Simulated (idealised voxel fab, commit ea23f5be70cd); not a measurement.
Process module, titled voxel ribs on slabs
Section shown: cut. Width: 280 nm. Cell size: 5 nm, square.
In this document a cross-section is written as a grid of square cells. It is given as a series of bands, listed from the top down, and a band is one or more rows of cells. Top height, bottom height, nm. Materials left to right, width each, nm. Single material + "all across" = fills band edge to edge. "empty" = empty. Heights are reckoned from 0. Under this level, the received wafer is all of one material. The bottommost band is open-ended downward, for example "0 -> down". Width: "30->40" (first number = top row, second number = bottom row, same change from row to row of cells). Reading "everything unchanged" for a step: not a cell of the cross-section changed in it. The list in "Closed voids list" covers empty spaces of 8 cells or more that cannot reach the top through any open way, and it gives each as width x height at distance; the distance is from the left edge, and width, height and distance are in nm. Note: text after step settings on the step line = simulator remark on that step. If you see "overlay nm" on a step's line and that step has a mask, it's telling you how far right of where it was planned the mask ended up; a negative number means it went left instead.

Process steps (planned):
1 op RECEIVE | material Si
2 op DIRECTIONAL_DEP | material SiO2 | thk nm 25
3 op DIRECTIONAL_DEP | material SiN | thk nm 25
4 op DIRECTIONAL_DEP | material aC | thk nm 15
5 op PATTERN | tone cover | mask id RIB | material resist | width nm 30 | thk nm 30 | overlay nm 0
6 op DIRECTIONAL_ETCH | etch materials aC | depth nm 15
7 op STRIP | etch materials resist
8 op DIRECTIONAL_ETCH | etch materials SiN | depth nm 15
9 op STRIP | etch materials aC
10 op PATTERN | tone cover | mask id SLAB | material resist | width nm 60 | thk nm 20 | overlay nm 0
11 op DIRECTIONAL_ETCH | etch materials SiN | depth nm 10
12 op STRIP | etch materials resist
13 op FILL_DEP | material SiO2 | thk nm 20
14 op CMP | height nm 60
15 op DIRECTIONAL_DEP | material TiN | thk nm 5
16 op MASKED_ETCH | tone cover | mask id HEATER | width nm 40 | etch materials TiN | depth nm 5 | overlay nm 0
17 op CONFORMAL_DEP | material SiN | thk nm 5

Wafer at receipt (post step 1), cross-section:
* 0 -> down = Si all across
* Closed voids list: none

Same starting wafer, same plan as above, one mistake in the execution; this is the cross-section at the end of the module:
* 70 -> 65 = empty 115  SiN 50  empty 115
* 65 -> 60 = SiN 120  TiN 40  SiN 120
* 60 -> 50 = SiO2 all across
* 50 -> 40 = SiO2 110  SiN 60  SiO2 110
* 40 -> 25 = aC all across
* 25 -> 0 = SiO2 all across
* 0 -> down = Si all across
* Closed voids list: none
Run error: order of steps 3 and 4 inverted relative to the plan
